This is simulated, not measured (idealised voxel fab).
Process module name: voxel air gaps
The cross-section shown here is cut; it is 165 nm wide and divided into square cells measuring 5 nm on a side.
Each cross-section below is a grid of square cells, stated as bands in top-down order, with one or more rows of cells making up each band.
In this notation a band is specified by the heights of its top and bottom, in that order and in nm, after which its materials appear from left to right, each paired with its width in nm. The word "throughout" attached to a single material means that material fills the band from edge to edge; the word "air" stands for empty space.
Note: height 0 marks the level under which the wafer is uniformly one material as received. Lowest band unbounded below, written "top 0, no bottom".
The two numbers in a width such as "30->40" mark its ends across the band: the first belongs to the top row of cells, the second to the bottom row, and from each row to the next the width moves by the same amount.
The designation "no change", where it is given for a processing step, indicates that no cell of the cross-section was altered in the course of that step.
Basically, "Sealed void listing" tells you about the enclosed voids: empty spaces with no open way to the top, 8 cells or bigger, each written width x height at distance, where distance is from the left edge, all in nm.
Note: text after step settings on the step line = simulator remark on that step.
"overlay nm" on a masked step: distance the mask lay right of its planned place, negative for left.

### List of planned process steps
1) RECEIVE [material Si]
2) CONFORMAL_DEP [material SiO2] [thk nm 15]
3) CONFORMAL_DEP [material SiCN] [thk nm 5]
4) DIRECTIONAL_DEP [material SiO2] [thk nm 30]
5) DIRECTIONAL_DEP [material aC] [thk nm 10]
6) PATTERN [tone open] [mask id LINES] [material resist] [width nm 15] [pitch nm 40] [thk nm 25] [overlay nm 0]
7) DIRECTIONAL_ETCH [etch materials aC] [depth nm 10]
8) STRIP [etch materials resist]
9) DIRECTIONAL_ETCH [etch materials SiO2] [depth nm 30]
10) STRIP [etch materials aC]
11) CONFORMAL_DEP [material TiN] [thk nm 5]
12) FILL_DEP [material W] [thk nm 10]
13) CMP [height nm 50]
14) EPI [material Ru] [thk nm 10]
15) SELECTIVE_ETCH [etch materials SiO2] [depth nm 40]
16) CONFORMAL_DEP [material SiCN] [thk nm 5]

### Cross-section of the wafer upon arrival, representing the state reached after step 1
  top 0, no bottom = Si throughout
  Sealed void listing: none

### Cross-sectional view of the first of the two wafers upon completion of the module, processed in accordance with the plan
  top 65, bottom 60 = air 20  SiCN 125  air 20
  top 60, bottom 50 = air 20  SiCN 5  Ru 35  SiCN 5  Ru 35  SiCN 5  Ru 35  SiCN 5  air 20
  top 50, bottom 45 = air 20  SiCN 15  TiN 5  W 5  TiN 5  SiCN 25  TiN 5  W 5  TiN 5  SiCN 25  TiN 5  W 5  TiN 5  SiCN 15  air 20
  top 45, bottom 25 = air 30  SiCN 5  TiN 5  W 5  TiN 5  SiCN 5  air 15  SiCN 5  TiN 5  W 5  TiN 5  SiCN 5  air 15  SiCN 5  TiN 5  W 5  TiN 5  SiCN 5  air 30
  top 25, bottom 20 = SiCN 35  TiN 15  SiCN 25  TiN 15  SiCN 25  TiN 15  SiCN 35
  top 20, bottom 15 = SiCN throughout
  top 15, bottom 0 = SiO2 throughout
  top 0, no bottom = Si throughout
  Sealed void listing: 15 x 20 at 55; 15 x 20 at 95

### Second wafer of the two, sectioned at the end of the module. It began like the first and followed the same plan, but one mistake was made while running it
  top 55, bottom 45 = SiCN throughout
  top 45, bottom 0 = SiO2 throughout
  top 0, no bottom = Si throughout
  Sealed void listing: none
Heads up, the wafer didn't run the way we planned it: contrary to the plan, steps 3 and 4 were processed in exchanged order
Counted in cells at the end, the second wafer holds more or fewer of these materials than the first: Ru -42 | SiCN -64 | SiO2 +198 | TiN -39 | W -15
End state: 2 closed voids on the first wafer, 0 on the second.
